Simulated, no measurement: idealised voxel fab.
Process module heading - voxel trench capacitor
Each square cell in cross-section cut measures 5 nm, and the section as a whole is 185 nm wide.
Cross-sections here: square-cell grids, written as top-down lists of bands, a band being one or more rows of cells. Look at the band entry: it leads with the top's height and the bottom's height in nm. Then it lists the materials left to right, with a width in nm for each. The word "full width" on a single material says that material fills the band edge to edge. The word "blank" is empty space. Height 0 is the level under which the wafer as received is all one material. The lowest band goes on downwards, as in "0 down". Width: "30..40" (first number = top row, second number = bottom row, same change from row to row of cells). Given "no alteration" for a step, no cell of the cross-section differs between before and after that step. Look at "Entrapped void list" for the closed voids: empty spaces with no open path to the top, sized 8 cells or up. Each is width x height at distance, distance from the left edge, all nm. That trailing text on a step's line, after the settings, is the simulator's own remark on the step. The line of a step may include "overlay nm". On a step with a mask, this value is how far to the right of its planned place the mask lay. A negative value means the mask lay to the left.
## The steps planned for the process are as follows
| 1 | RECEIVE (material Si) |
| 2 | CONFORMAL_DEP (material SiN; thk nm 10) |
| 3 | DIRECTIONAL_DEP (material aC; thk nm 15) |
| 4 | PATTERN (tone open; mask id TRENCH; material resist; width nm 30; pitch nm 50; thk nm 35; overlay nm 0) |
| 5 | DIRECTIONAL_ETCH (etch materials aC; depth nm 15) |
| 6 | STRIP (etch materials resist) |
| 7 | DIRECTIONAL_ETCH (etch materials SiN; depth nm 10) |
| 8 | DIRECTIONAL_ETCH (etch materials Si; depth nm 25) |
| 9 | STRIP (etch materials aC) |
| 10 | CONFORMAL_DEP (material Al2O3; thk nm 5) |
| 11 | CONFORMAL_DEP (material TiN; thk nm 5) |
| 12 | FILL_DEP (material W; thk nm 5) |
| 13 | CMP (height nm 10) |
## Of two wafers, the first: run according to plan
## as received, after step 1
	0 down = Si full width
	Entrapped void list: none
## Upon completion of step 2, the wafer appears in cross-section as shown
	10 to 0 = SiN full width
	Everything under 0 stays put, no change at all.
## Upon completion of step 3, the wafer appears in cross-section as shown
	25 to 10 = aC full width
	Everything under 10 stays put, no change at all.
## Upon completion of step 4, the wafer appears in cross-section as shown
	60 to 25 = resist 50 / blank 30 / resist 20 / blank 30 / resist 55
	Everything under 25 stays put, no change at all.
## Upon completion of step 5, the wafer appears in cross-section as shown
	45 to 25 = resist 50 / blank 30 / resist 20 / blank 30 / resist 55
	25 to 10 = aC 50 / blank 30 / aC 20 / blank 30 / aC 55
	Everything under 10 stays put, no change at all.
## Upon completion of step 6, the wafer appears in cross-section as shown
	25 to 10 = aC 50 / blank 30 / aC 20 / blank 30 / aC 55
	Everything under 10 stays put, no change at all.
## Upon completion of step 7, the wafer appears in cross-section as shown
	25 to 10 = aC 50 / blank 30 / aC 20 / blank 30 / aC 55
	10 to 0 = SiN 50 / blank 30 / SiN 20 / blank 30 / SiN 55
	Everything under 0 stays put, no change at all.
## Upon completion of step 8, the wafer appears in cross-section as shown
	25 to 10 = aC 50 / blank 30 / aC 20 / blank 30 / aC 55
	10 to 0 = SiN 50 / blank 30 / SiN 20 / blank 30 / SiN 55
	0 to -25 = Si 50 / blank 30 / Si 20 / blank 30 / Si 55
	Everything under -25 stays put, no change at all.
## Upon completion of step 9, the wafer appears in cross-section as shown
	10 to 0 = SiN 50 / blank 30 / SiN 20 / blank 30 / SiN 55
	Everything under 0 stays put, no change at all.
## Upon completion of step 10, the wafer appears in cross-section as shown
	15 to 10 = Al2O3 55 / blank 20 / Al2O3 30 / blank 20 / Al2O3 60
	10 to 0 = SiN 50 / Al2O3 5 / blank 20 / Al2O3 5 / SiN 20 / Al2O3 5 / blank 20 / Al2O3 5 / SiN 55
	0 to -20 = Si 50 / Al2O3 5 / blank 20 / Al2O3 5 / Si 20 / Al2O3 5 / blank 20 / Al2O3 5 / Si 55
	-20 to -25 = Si 50 / Al2O3 30 / Si 20 / Al2O3 30 / Si 55
	Everything under -25 stays put, no change at all.
## Upon completion of step 11, the wafer appears in cross-section as shown
	20 to 15 = TiN 60 / blank 10 / TiN 40 / blank 10 / TiN 65
	15 to 10 = Al2O3 55 / TiN 5 / blank 10 / TiN 5 / Al2O3 30 / TiN 5 / blank 10 / TiN 5 / Al2O3 60
	10 to 0 = SiN 50 / Al2O3 5 / TiN 5 / blank 10 / TiN 5 / Al2O3 5 / SiN 20 / Al2O3 5 / TiN 5 / blank 10 / TiN 5 / Al2O3 5 / SiN 55
	0 to -15 = Si 50 / Al2O3 5 / TiN 5 / blank 10 / TiN 5 / Al2O3 5 / Si 20 / Al2O3 5 / TiN 5 / blank 10 / TiN 5 / Al2O3 5 / Si 55
	-15 to -20 = Si 50 / Al2O3 5 / TiN 20 / Al2O3 5 / Si 20 / Al2O3 5 / TiN 20 / Al2O3 5 / Si 55
	Everything under -20 stays put, no change at all.
## Upon completion of step 12, the wafer appears in cross-section as shown
	25 to 20 = W full width
	20 to 15 = TiN 60 / W 10 / TiN 40 / W 10 / TiN 65
	15 to 10 = Al2O3 55 / TiN 5 / W 10 / TiN 5 / Al2O3 30 / TiN 5 / W 10 / TiN 5 / Al2O3 60
	10 to 0 = SiN 50 / Al2O3 5 / TiN 5 / W 10 / TiN 5 / Al2O3 5 / SiN 20 / Al2O3 5 / TiN 5 / W 10 / TiN 5 / Al2O3 5 / SiN 55
	0 to -15 = Si 50 / Al2O3 5 / TiN 5 / W 10 / TiN 5 / Al2O3 5 / Si 20 / Al2O3 5 / TiN 5 / W 10 / TiN 5 / Al2O3 5 / Si 55
	Everything under -15 stays put, no change at all.
## Upon completion of step 13, the wafer appears in cross-section as shown
	10 to 0 = SiN 50 / Al2O3 5 / TiN 5 / W 10 / TiN 5 / Al2O3 5 / SiN 20 / Al2O3 5 / TiN 5 / W 10 / TiN 5 / Al2O3 5 / SiN 55
	Everything under 0 stays put, no change at all.
## The remaining wafer, second of the two, started like the first and was run to the same plan, except that one mistake was made along the way; the two coincide through step 9, inclusive
## X-section, second wafer, when step 10 was due to finish
	15 to 10 = TiN 55 / blank 20 / TiN 30 / blank 20 / TiN 60
	10 to 0 = SiN 50 / TiN 5 / blank 20 / TiN 5 / SiN 20 / TiN 5 / blank 20 / TiN 5 / SiN 55
	0 to -20 = Si 50 / TiN 5 / blank 20 / TiN 5 / Si 20 / TiN 5 / blank 20 / TiN 5 / Si 55
	-20 to -25 = Si 50 / TiN 30 / Si 20 / TiN 30 / Si 55
	Everything under -25 stays put, no change at all.
## X-section, second wafer, when step 11 was due to finish
	20 to 15 = Al2O3 60 / blank 10 / Al2O3 40 / blank 10 / Al2O3 65
	15 to 10 = TiN 55 / Al2O3 5 / blank 10 / Al2O3 5 / TiN 30 / Al2O3 5 / blank 10 / Al2O3 5 / TiN 60
	10 to 0 = SiN 50 / TiN 5 / Al2O3 5 / blank 10 / Al2O3 5 / TiN 5 / SiN 20 / TiN 5 / Al2O3 5 / blank 10 / Al2O3 5 / TiN 5 / SiN 55
	0 to -15 = Si 50 / TiN 5 / Al2O3 5 / blank 10 / Al2O3 5 / TiN 5 / Si 20 / TiN 5 / Al2O3 5 / blank 10 / Al2O3 5 / TiN 5 / Si 55
	-15 to -20 = Si 50 / TiN 5 / Al2O3 20 / TiN 5 / Si 20 / TiN 5 / Al2O3 20 / TiN 5 / Si 55
	Everything under -20 stays put, no change at all.
## X-section, second wafer, when step 12 was due to finish
	25 to 20 = W full width
	20 to 15 = Al2O3 60 / W 10 / Al2O3 40 / W 10 / Al2O3 65
	15 to 10 = TiN 55 / Al2O3 5 / W 10 / Al2O3 5 / TiN 30 / Al2O3 5 / W 10 / Al2O3 5 / TiN 60
	10 to 0 = SiN 50 / TiN 5 / Al2O3 5 / W 10 / Al2O3 5 / TiN 5 / SiN 20 / TiN 5 / Al2O3 5 / W 10 / Al2O3 5 / TiN 5 / SiN 55
	0 to -15 = Si 50 / TiN 5 / Al2O3 5 / W 10 / Al2O3 5 / TiN 5 / Si 20 / TiN 5 / Al2O3 5 / W 10 / Al2O3 5 / TiN 5 / Si 55
	Everything under -15 stays put, no change at all.
## X-section, second wafer, when step 13 was due to finish
	10 to 0 = SiN 50 / TiN 5 / Al2O3 5 / W 10 / Al2O3 5 / TiN 5 / SiN 20 / TiN 5 / Al2O3 5 / W 10 / Al2O3 5 / TiN 5 / SiN 55
	Everything under 0 stays put, no change at all.
What was done differently from what was planned? steps 10 and 11 traded places in the executed sequence
End of process, cell counts, second wafer against first, materials with more or fewer: Al2O3: 8 fewer, TiN: 8 more
